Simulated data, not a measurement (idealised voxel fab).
process module | voxel transistor to metal
cross-section cut | 260 nm wide | cells 5 nm
A cross-section is a grid of square cells, given in bands from the top down. A band is one or more rows of cells.
Each band's line starts with the height of the band's top and of its bottom, in nm. Then come its materials from left to right, each with its width in nm. One material with "throughout" fills the band from edge to edge. "air" is empty space.
Height 0 is the level under which the wafer as received is all one material. The lowest band goes on downwards, as in "0 down".
A width such as "30 to 40" changes by the same amount from each row of cells to the next, from the band's top row to its bottom row.
"no change" after a step means that no cell of the cross-section changed.
closed voids: empty space of 8 cells or more with no open way to the top, each as width x height at its distance from the left edge, in nm
after a step's settings: what the simulator itself notes on the step
overlay nm, on a step with a mask: how far to the right of its planned place the mask lay; to the left if negative
plan
1 op RECEIVE | material Si
2 op CONFORMAL_DEP | material SiO2 | thk nm 5
3 op CONFORMAL_DEP | material SiN | thk nm 15
4 op DIRECTIONAL_DEP | material aC | thk nm 15
5 op PATTERN | tone cover | mask id ACTIVE | material resist | width nm 105 | pitch nm 125 | thk nm 35 | overlay nm 0
6 op DIRECTIONAL_ETCH | etch materials aC | depth nm 15
7 op STRIP | etch materials resist
8 op DIRECTIONAL_ETCH | etch materials SiN | depth nm 15
9 op DIRECTIONAL_ETCH | etch materials SiO2 | depth nm 5
10 op DIRECTIONAL_ETCH | etch materials Si | depth nm 30
11 op STRIP | etch materials aC
12 op FILL_DEP | material SiO2 | thk nm 10
13 op CMP | height nm 20
14 op SELECTIVE_ETCH | etch materials SiO2 | depth nm 5
15 op STRIP | etch materials SiN
16 op SELECTIVE_ETCH | etch materials SiO2 | depth nm 5
17 op OXIDIZE | depth nm 5
18 op DIRECTIONAL_DEP | material polySi | thk nm 25
19 op DIRECTIONAL_DEP | material SiCN | thk nm 10
20 op MASKED_ETCH | tone cover | mask id GATE | width nm 15 | pitch nm 125 | etch materials SiCN | depth nm 20 | overlay nm 0
21 op MASKED_ETCH | tone cover | mask id GATE | width nm 15 | pitch nm 125 | etch materials polySi | depth nm 35 | overlay nm 0
22 op CONFORMAL_DEP | material SiN | thk nm 5
23 op DIRECTIONAL_ETCH | etch materials SiN | depth nm 5
24 op DIRECTIONAL_ETCH | etch materials SiO2 | depth nm 5
25 op EPI | material nSi | thk nm 5
26 op FILL_DEP | material SiO2 | thk nm 10
27 op CMP | height nm 35
28 op DIRECTIONAL_DEP | material SiO2 | thk nm 10
29 op DIRECTIONAL_DEP | material aC | thk nm 10
30 op PATTERN | tone open | mask id CONTACT | material resist | width nm 20 | thk nm 25 | overlay nm 0
31 op DIRECTIONAL_ETCH | etch materials aC | depth nm 10
32 op STRIP | etch materials resist
33 op DIRECTIONAL_ETCH | etch materials SiO2 | depth nm 45
34 op STRIP | etch materials aC
35 op CONFORMAL_DEP | material TiN | thk nm 5
36 op FILL_DEP | material W | thk nm 10
37 op CMP | height nm 45
38 op DIRECTIONAL_DEP | material TiN | thk nm 5
39 op DIRECTIONAL_DEP | material W | thk nm 20
40 op MASKED_ETCH | tone cover | mask id METAL_1 | width nm 20 | etch materials W | depth nm 20 | overlay nm 0
41 op MASKED_ETCH | tone cover | mask id METAL_1 | width nm 20 | etch materials TiN | depth nm 5 | overlay nm 0
42 op FILL_DEP | material lowk | thk nm 5
43 op CMP | height nm 70
44 op CONFORMAL_DEP | material SiCN | thk nm 5
45 op DIRECTIONAL_DEP | material SiO2 | thk nm 25
46 op PATTERN | tone open | mask id METAL_2 | material resist | width nm 20 | pitch nm 125 | thk nm 15 | overlay nm 0
47 op DIRECTIONAL_ETCH | etch materials SiO2 | depth nm 15
48 op STRIP | etch materials resist
49 op PATTERN | tone open | mask id METAL_2_HOLES | material resist | width nm 15 | pitch nm 125 | thk nm 20 | overlay nm 0
50 op DIRECTIONAL_ETCH | etch materials SiO2 | depth nm 10
51 op DIRECTIONAL_ETCH | etch materials SiCN | depth nm 5
52 op STRIP | etch materials resist
53 op CONFORMAL_DEP | material TiN | thk nm 5
54 op FILL_DEP | material Ru | thk nm 10
55 op CMP | height nm 100
56 op CONFORMAL_DEP | material SiN | thk nm 5
first wafer, as planned
as received, after step 1
  0 down: Si throughout
  closed voids: none
after step 2
  5 to 0: SiO2 throughout
  below 0: unchanged
after step 3
  20 to 5: SiN throughout
  below 5: unchanged
after step 4
  35 to 20: aC throughout
  below 20: unchanged
after step 5
  70 to 35: air 15 | resist 105 | air 20 | resist 105 | air 15
  below 35: unchanged
after step 6
  55 to 35: air 15 | resist 105 | air 20 | resist 105 | air 15
  35 to 20: air 15 | aC 105 | air 20 | aC 105 | air 15
  below 20: unchanged
after step 7
  35 to 20: air 15 | aC 105 | air 20 | aC 105 | air 15
  below 20: unchanged
after step 8
  35 to 20: air 15 | aC 105 | air 20 | aC 105 | air 15
  20 to 5: air 15 | SiN 105 | air 20 | SiN 105 | air 15
  below 5: unchanged
after step 9
  35 to 20: air 15 | aC 105 | air 20 | aC 105 | air 15
  20 to 5: air 15 | SiN 105 | air 20 | SiN 105 | air 15
  5 to 0: air 15 | SiO2 105 | air 20 | SiO2 105 | air 15
  below 0: unchanged
after step 10
  35 to 20: air 15 | aC 105 | air 20 | aC 105 | air 15
  20 to 5: air 15 | SiN 105 | air 20 | SiN 105 | air 15
  5 to 0: air 15 | SiO2 105 | air 20 | SiO2 105 | air 15
  0 to -30: air 15 | Si 105 | air 20 | Si 105 | air 15
  below -30: unchanged
after step 11
  20 to 5: air 15 | SiN 105 | air 20 | SiN 105 | air 15
  below 5: unchanged
after step 12
  30 to 20: SiO2 throughout
  20 to 5: SiO2 15 | SiN 105 | SiO2 20 | SiN 105 | SiO2 15
  5 to 0: SiO2 throughout
  0 to -30: SiO2 15 | Si 105 | SiO2 20 | Si 105 | SiO2 15
  below -30: unchanged
after step 13
  20 to 5: SiO2 15 | SiN 105 | SiO2 20 | SiN 105 | SiO2 15
  below 5: unchanged
after step 14
  20 to 15: air 15 | SiN 105 | air 20 | SiN 105 | air 15
  below 15: unchanged
after step 15
  15 to 5: SiO2 15 | air 105 | SiO2 20 | air 105 | SiO2 15
  below 5: unchanged
after step 16
  10 to 0: SiO2 10 | air 115 | SiO2 10 | air 115 | SiO2 10
  below 0: unchanged
after step 17
  10 to 0: SiO2 10 | air 115 | SiO2 10 | air 115 | SiO2 10
  0 to -5: SiO2 throughout
  below -5: unchanged
after step 18
  35 to 25: polySi 10 | air 115 | polySi 10 | air 115 | polySi 10
  25 to 10: polySi throughout
  10 to 0: SiO2 10 | polySi 115 | SiO2 10 | polySi 115 | SiO2 10
  below 0: unchanged
after step 19
  45 to 35: SiCN 10 | air 115 | SiCN 10 | air 115 | SiCN 10
  35 to 25: polySi 10 | SiCN 115 | polySi 10 | SiCN 115 | polySi 10
  below 25: unchanged
after step 20
  35 to 25: polySi 10 | air 50 | SiCN 15 | air 50 | polySi 10 | air 50 | SiCN 15 | air 50 | polySi 10
  below 25: unchanged
after step 21
  35 to 25: air 60 | SiCN 15 | air 110 | SiCN 15 | air 60
  25 to 10: air 60 | polySi 15 | air 110 | polySi 15 | air 60
  10 to 0: SiO2 10 | air 50 | polySi 15 | air 50 | SiO2 10 | air 50 | polySi 15 | air 50 | SiO2 10
  below 0: unchanged
after step 22
  40 to 35: air 55 | SiN 25 | air 100 | SiN 25 | air 55
  35 to 25: air 55 | SiN 5 | SiCN 15 | SiN 5 | air 100 | SiN 5 | SiCN 15 | SiN 5 | air 55
  25 to 15: air 55 | SiN 5 | polySi 15 | SiN 5 | air 100 | SiN 5 | polySi 15 | SiN 5 | air 55
  15 to 10: SiN 15 | air 40 | SiN 5 | polySi 15 | SiN 5 | air 40 | SiN 20 | air 40 | SiN 5 | polySi 15 | SiN 5 | air 40 | SiN 15
  10 to 5: SiO2 10 | SiN 5 | air 40 | SiN 5 | polySi 15 | SiN 5 | air 40 | SiN 5 | SiO2 10 | SiN 5 | air 40 | SiN 5 | polySi 15 | SiN 5 | air 40 | SiN 5 | SiO2 10
  5 to 0: SiO2 10 | SiN 50 | polySi 15 | SiN 50 | SiO2 10 | SiN 50 | polySi 15 | SiN 50 | SiO2 10
  below 0: unchanged
after step 23
  35 to 25: air 55 | SiN 5 | SiCN 15 | SiN 5 | air 100 | SiN 5 | SiCN 15 | SiN 5 | air 55
  25 to 10: air 55 | SiN 5 | polySi 15 | SiN 5 | air 100 | SiN 5 | polySi 15 | SiN 5 | air 55
  10 to 0: SiO2 10 | SiN 5 | air 40 | SiN 5 | polySi 15 | SiN 5 | air 40 | SiN 5 | SiO2 10 | SiN 5 | air 40 | SiN 5 | polySi 15 | SiN 5 | air 40 | SiN 5 | SiO2 10
  below 0: unchanged
after step 24
  35 to 25: air 55 | SiN 5 | SiCN 15 | SiN 5 | air 100 | SiN 5 | SiCN 15 | SiN 5 | air 55
  25 to 10: air 55 | SiN 5 | polySi 15 | SiN 5 | air 100 | SiN 5 | polySi 15 | SiN 5 | air 55
  10 to 5: air 10 | SiN 5 | air 40 | SiN 5 | polySi 15 | SiN 5 | air 40 | SiN 5 | air 10 | SiN 5 | air 40 | SiN 5 | polySi 15 | SiN 5 | air 40 | SiN 5 | air 10
  5 to 0: SiO2 10 | SiN 5 | air 40 | SiN 5 | polySi 15 | SiN 5 | air 40 | SiN 5 | SiO2 10 | SiN 5 | air 40 | SiN 5 | polySi 15 | SiN 5 | air 40 | SiN 5 | SiO2 10
  0 to -5: SiO2 15 | air 40 | SiO2 25 | air 40 | SiO2 20 | air 40 | SiO2 25 | air 40 | SiO2 15
  below -5: unchanged
after step 25
  35 to 25: air 55 | SiN 5 | SiCN 15 | SiN 5 | air 100 | SiN 5 | SiCN 15 | SiN 5 | air 55
  25 to 10: air 55 | SiN 5 | polySi 15 | SiN 5 | air 100 | SiN 5 | polySi 15 | SiN 5 | air 55
  10 to 5: air 10 | SiN 5 | air 40 | SiN 5 | polySi 15 | SiN 5 | air 40 | SiN 5 | air 10 | SiN 5 | air 40 | SiN 5 | polySi 15 | SiN 5 | air 40 | SiN 5 | air 10
  5 to 0: SiO2 10 | SiN 5 | air 40 | SiN 5 | polySi 15 | SiN 5 | air 40 | SiN 5 | SiO2 10 | SiN 5 | air 40 | SiN 5 | polySi 15 | SiN 5 | air 40 | SiN 5 | SiO2 10
  0 to -5: SiO2 15 | nSi 40 | SiO2 25 | nSi 40 | SiO2 20 | nSi 40 | SiO2 25 | nSi 40 | SiO2 15
  below -5: unchanged
after step 26
  45 to 35: SiO2 throughout
  35 to 25: SiO2 55 | SiN 5 | SiCN 15 | SiN 5 | SiO2 100 | SiN 5 | SiCN 15 | SiN 5 | SiO2 55
  25 to 10: SiO2 55 | SiN 5 | polySi 15 | SiN 5 | SiO2 100 | SiN 5 | polySi 15 | SiN 5 | SiO2 55
  10 to 0: SiO2 10 | SiN 5 | SiO2 40 | SiN 5 | polySi 15 | SiN 5 | SiO2 40 | SiN 5 | SiO2 10 | SiN 5 | SiO2 40 | SiN 5 | polySi 15 | SiN 5 | SiO2 40 | SiN 5 | SiO2 10
  below 0: unchanged
after step 27
  35 to 25: SiO2 55 | SiN 5 | SiCN 15 | SiN 5 | SiO2 100 | SiN 5 | SiCN 15 | SiN 5 | SiO2 55
  below 25: unchanged
after step 28
  45 to 35: SiO2 throughout
  below 35: unchanged
after step 29
  55 to 45: aC throughout
  below 45: unchanged
after step 30
  80 to 55: resist 20 | air 20 | resist 55 | air 20 | resist 30 | air 20 | resist 55 | air 20 | resist 20
  below 55: unchanged
after step 31
  70 to 55: resist 20 | air 20 | resist 55 | air 20 | resist 30 | air 20 | resist 55 | air 20 | resist 20
  55 to 45: aC 20 | air 20 | aC 55 | air 20 | aC 30 | air 20 | aC 55 | air 20 | aC 20
  below 45: unchanged
after step 32
  55 to 45: aC 20 | air 20 | aC 55 | air 20 | aC 30 | air 20 | aC 55 | air 20 | aC 20
  below 45: unchanged
after step 33
  55 to 45: aC 20 | air 20 | aC 55 | air 20 | aC 30 | air 20 | aC 55 | air 20 | aC 20
  45 to 35: SiO2 20 | air 20 | SiO2 55 | air 20 | SiO2 30 | air 20 | SiO2 55 | air 20 | SiO2 20
  35 to 25: SiO2 20 | air 20 | SiO2 15 | SiN 5 | SiCN 15 | SiN 5 | SiO2 15 | air 20 | SiO2 30 | air 20 | SiO2 15 | SiN 5 | SiCN 15 | SiN 5 | SiO2 15 | air 20 | SiO2 20
  25 to 10: SiO2 20 | air 20 | SiO2 15 | SiN 5 | polySi 15 | SiN 5 | SiO2 15 | air 20 | SiO2 30 | air 20 | SiO2 15 | SiN 5 | polySi 15 | SiN 5 | SiO2 15 | air 20 | SiO2 20
  10 to 0: SiO2 10 | SiN 5 | SiO2 5 | air 20 | SiO2 15 | SiN 5 | polySi 15 | SiN 5 | SiO2 15 | air 20 | SiO2 5 | SiN 5 | SiO2 10 | SiN 5 | SiO2 5 | air 20 | SiO2 15 | SiN 5 | polySi 15 | SiN 5 | SiO2 15 | air 20 | SiO2 5 | SiN 5 | SiO2 10
  below 0: unchanged
after step 34
  45 to 35: SiO2 20 | air 20 | SiO2 55 | air 20 | SiO2 30 | air 20 | SiO2 55 | air 20 | SiO2 20
  below 35: unchanged
after step 35
  50 to 45: TiN 25 | air 10 | TiN 65 | air 10 | TiN 40 | air 10 | TiN 65 | air 10 | TiN 25
  45 to 35: SiO2 20 | TiN 5 | air 10 | TiN 5 | SiO2 55 | TiN 5 | air 10 | TiN 5 | SiO2 30 | TiN 5 | air 10 | TiN 5 | SiO2 55 | TiN 5 | air 10 | TiN 5 | SiO2 20
  35 to 25: SiO2 20 | TiN 5 | air 10 | TiN 5 | SiO2 15 | SiN 5 | SiCN 15 | SiN 5 | SiO2 15 | TiN 5 | air 10 | TiN 5 | SiO2 30 | TiN 5 | air 10 | TiN 5 | SiO2 15 | SiN 5 | SiCN 15 | SiN 5 | SiO2 15 | TiN 5 | air 10 | TiN 5 | SiO2 20
  25 to 10: SiO2 20 | TiN 5 | air 10 | TiN 5 | SiO2 15 | SiN 5 | polySi 15 | SiN 5 | SiO2 15 | TiN 5 | air 10 | TiN 5 | SiO2 30 | TiN 5 | air 10 | TiN 5 | SiO2 15 | SiN 5 | polySi 15 | SiN 5 | SiO2 15 | TiN 5 | air 10 | TiN 5 | SiO2 20
  10 to 5: SiO2 10 | SiN 5 | SiO2 5 | TiN 5 | air 10 | TiN 5 | SiO2 15 | SiN 5 | polySi 15 | SiN 5 | SiO2 15 | TiN 5 | air 10 | TiN 5 | SiO2 5 | SiN 5 | SiO2 10 | SiN 5 | SiO2 5 | TiN 5 | air 10 | TiN 5 | SiO2 15 | SiN 5 | polySi 15 | SiN 5 | SiO2 15 | TiN 5 | air 10 | TiN 5 | SiO2 5 | SiN 5 | SiO2 10
  5 to 0: SiO2 10 | SiN 5 | SiO2 5 | TiN 20 | SiO2 15 | SiN 5 | polySi 15 | SiN 5 | SiO2 15 | TiN 20 | SiO2 5 | SiN 5 | SiO2 10 | SiN 5 | SiO2 5 | TiN 20 | SiO2 15 | SiN 5 | polySi 15 | SiN 5 | SiO2 15 | TiN 20 | SiO2 5 | SiN 5 | SiO2 10
  below 0: unchanged
after step 36
  60 to 50: W throughout
  50 to 45: TiN 25 | W 10 | TiN 65 | W 10 | TiN 40 | W 10 | TiN 65 | W 10 | TiN 25
  45 to 35: SiO2 20 | TiN 5 | W 10 | TiN 5 | SiO2 55 | TiN 5 | W 10 | TiN 5 | SiO2 30 | TiN 5 | W 10 | TiN 5 | SiO2 55 | TiN 5 | W 10 | TiN 5 | SiO2 20
  35 to 25: SiO2 20 | TiN 5 | W 10 | TiN 5 | SiO2 15 | SiN 5 | SiCN 15 | SiN 5 | SiO2 15 | TiN 5 | W 10 | TiN 5 | SiO2 30 | TiN 5 | W 10 | TiN 5 | SiO2 15 | SiN 5 | SiCN 15 | SiN 5 | SiO2 15 | TiN 5 | W 10 | TiN 5 | SiO2 20
  25 to 10: SiO2 20 | TiN 5 | W 10 | TiN 5 | SiO2 15 | SiN 5 | polySi 15 | SiN 5 | SiO2 15 | TiN 5 | W 10 | TiN 5 | SiO2 30 | TiN 5 | W 10 | TiN 5 | SiO2 15 | SiN 5 | polySi 15 | SiN 5 | SiO2 15 | TiN 5 | W 10 | TiN 5 | SiO2 20
  10 to 5: SiO2 10 | SiN 5 | SiO2 5 | TiN 5 | W 10 | TiN 5 | SiO2 15 | SiN 5 | polySi 15 | SiN 5 | SiO2 15 | TiN 5 | W 10 | TiN 5 | SiO2 5 | SiN 5 | SiO2 10 | SiN 5 | SiO2 5 | TiN 5 | W 10 | TiN 5 | SiO2 15 | SiN 5 | polySi 15 | SiN 5 | SiO2 15 | TiN 5 | W 10 | TiN 5 | SiO2 5 | SiN 5 | SiO2 10
  below 5: unchanged
after step 37
  45 to 35: SiO2 20 | TiN 5 | W 10 | TiN 5 | SiO2 55 | TiN 5 | W 10 | TiN 5 | SiO2 30 | TiN 5 | W 10 | TiN 5 | SiO2 55 | TiN 5 | W 10 | TiN 5 | SiO2 20
  below 35: unchanged
after step 38
  50 to 45: TiN throughout
  below 45: unchanged
after step 39
  70 to 50: W throughout
  below 50: unchanged
after step 40
  70 to 50: air 20 | W 20 | air 55 | W 20 | air 30 | W 20 | air 55 | W 20 | air 20
  below 50: unchanged
after step 41
  70 to 50: air 20 | W 20 | air 55 | W 20 | air 30 | W 20 | air 55 | W 20 | air 20
  50 to 45: air 20 | TiN 20 | air 55 | TiN 20 | air 30 | TiN 20 | air 55 | TiN 20 | air 20
  below 45: unchanged
after step 42
  75 to 70: lowk throughout
  70 to 50: lowk 20 | W 20 | lowk 55 | W 20 | lowk 30 | W 20 | lowk 55 | W 20 | lowk 20
  50 to 45: lowk 20 | TiN 20 | lowk 55 | TiN 20 | lowk 30 | TiN 20 | lowk 55 | TiN 20 | lowk 20
  below 45: unchanged
after step 43
  70 to 50: lowk 20 | W 20 | lowk 55 | W 20 | lowk 30 | W 20 | lowk 55 | W 20 | lowk 20
  below 50: unchanged
after step 44
  75 to 70: SiCN throughout
  below 70: unchanged
after step 45
  100 to 75: SiO2 throughout
  below 75: unchanged
after step 46
  115 to 100: resist 20 | air 20 | resist 105 | air 20 | resist 95
  below 100: unchanged
after step 47
  115 to 100: resist 20 | air 20 | resist 105 | air 20 | resist 95
  100 to 85: SiO2 20 | air 20 | SiO2 105 | air 20 | SiO2 95
  below 85: unchanged
after step 48
  100 to 85: SiO2 20 | air 20 | SiO2 105 | air 20 | SiO2 95
  below 85: unchanged
after step 49
  120 to 100: resist 20 | air 15 | resist 110 | air 15 | resist 100
  100 to 85: SiO2 20 | air 15 | resist 5 | SiO2 105 | air 15 | resist 5 | SiO2 95
  below 85: unchanged
after step 50
  120 to 100: resist 20 | air 15 | resist 110 | air 15 | resist 100
  100 to 85: SiO2 20 | air 15 | resist 5 | SiO2 105 | air 15 | resist 5 | SiO2 95
  85 to 75: SiO2 20 | air 15 | SiO2 110 | air 15 | SiO2 100
  below 75: unchanged
after step 51
  120 to 100: resist 20 | air 15 | resist 110 | air 15 | resist 100
  100 to 85: SiO2 20 | air 15 | resist 5 | SiO2 105 | air 15 | resist 5 | SiO2 95
  85 to 75: SiO2 20 | air 15 | SiO2 110 | air 15 | SiO2 100
  75 to 70: SiCN 20 | air 15 | SiCN 110 | air 15 | SiCN 100
  below 70: unchanged
after step 52
  100 to 85: SiO2 20 | air 20 | SiO2 105 | air 20 | SiO2 95
  below 85: unchanged
after step 53
  105 to 100: TiN 25 | air 10 | TiN 115 | air 10 | TiN 100
  100 to 90: SiO2 20 | TiN 5 | air 10 | TiN 5 | SiO2 105 | TiN 5 | air 10 | TiN 5 | SiO2 95
  90 to 85: SiO2 20 | TiN 5 | air 5 | TiN 10 | SiO2 105 | TiN 5 | air 5 | TiN 10 | SiO2 95
  85 to 75: SiO2 20 | TiN 5 | air 5 | TiN 5 | SiO2 110 | TiN 5 | air 5 | TiN 5 | SiO2 100
  75 to 70: SiCN 20 | TiN 15 | SiCN 110 | TiN 15 | SiCN 100
  below 70: unchanged
after step 54
  115 to 105: Ru throughout
  105 to 100: TiN 25 | Ru 10 | TiN 115 | Ru 10 | TiN 100
  100 to 90: SiO2 20 | TiN 5 | Ru 10 | TiN 5 | SiO2 105 | TiN 5 | Ru 10 | TiN 5 | SiO2 95
  90 to 85: SiO2 20 | TiN 5 | Ru 5 | TiN 10 | SiO2 105 | TiN 5 | Ru 5 | TiN 10 | SiO2 95
  85 to 75: SiO2 20 | TiN 5 | Ru 5 | TiN 5 | SiO2 110 | TiN 5 | Ru 5 | TiN 5 | SiO2 100
  below 75: unchanged
after step 55
  100 to 90: SiO2 20 | TiN 5 | Ru 10 | TiN 5 | SiO2 105 | TiN 5 | Ru 10 | TiN 5 | SiO2 95
  below 90: unchanged
after step 56
  105 to 100: SiN throughout
  below 100: unchanged
second wafer: like start, like plan, one mistake. Through step 44 it matches the first wafer
when step 45 should have ended
  125 to 75: SiO2 throughout
  below 75: unchanged
when step 46 should have ended
  140 to 125: resist 20 | air 20 | resist 105 | air 20 | resist 95
  below 125: unchanged
when step 47 should have ended
  140 to 125: resist 20 | air 20 | resist 105 | air 20 | resist 95
  125 to 110: SiO2 20 | air 20 | SiO2 105 | air 20 | SiO2 95
  below 110: unchanged
when step 48 should have ended
  125 to 110: SiO2 20 | air 20 | SiO2 105 | air 20 | SiO2 95
  below 110: unchanged
when step 49 should have ended
  145 to 125: resist 20 | air 15 | resist 110 | air 15 | resist 100
  125 to 110: SiO2 20 | air 15 | resist 5 | SiO2 105 | air 15 | resist 5 | SiO2 95
  below 110: unchanged
when step 50 should have ended
  145 to 125: resist 20 | air 15 | resist 110 | air 15 | resist 100
  125 to 110: SiO2 20 | air 15 | resist 5 | SiO2 105 | air 15 | resist 5 | SiO2 95
  110 to 100: SiO2 20 | air 15 | SiO2 110 | air 15 | SiO2 100
  below 100: unchanged
when step 51 should have ended: no change
when step 52 should have ended
  125 to 110: SiO2 20 | air 20 | SiO2 105 | air 20 | SiO2 95
  below 110: unchanged
when step 53 should have ended
  130 to 125: TiN 25 | air 10 | TiN 115 | air 10 | TiN 100
  125 to 115: SiO2 20 | TiN 5 | air 10 | TiN 5 | SiO2 105 | TiN 5 | air 10 | TiN 5 | SiO2 95
  115 to 105: SiO2 20 | TiN 5 | air 5 | TiN 10 to 5 | SiO2 105 to 110 | TiN 5 | air 5 | TiN 10 to 5 | SiO2 95 to 100
  105 to 100: SiO2 20 | TiN 15 | SiO2 110 | TiN 15 | SiO2 100
  below 100: unchanged
when step 54 should have ended
  140 to 130: Ru throughout
  130 to 125: TiN 25 | Ru 10 | TiN 115 | Ru 10 | TiN 100
  125 to 115: SiO2 20 | TiN 5 | Ru 10 | TiN 5 | SiO2 105 | TiN 5 | Ru 10 | TiN 5 | SiO2 95
  115 to 105: SiO2 20 | TiN 5 | Ru 5 | TiN 10 to 5 | SiO2 105 to 110 | TiN 5 | Ru 5 | TiN 10 to 5 | SiO2 95 to 100
  below 105: unchanged
when step 55 should have ended
  100 to 75: SiO2 throughout
  below 75: unchanged
when step 56 should have ended
  105 to 100: SiN throughout
  below 100: unchanged
what went wrong: step 45 was run twice
at the end the second wafer has, in cells: 14 fewer of Ru | 6 more of SiCN | 36 more of SiO2 | 28 fewer of TiN
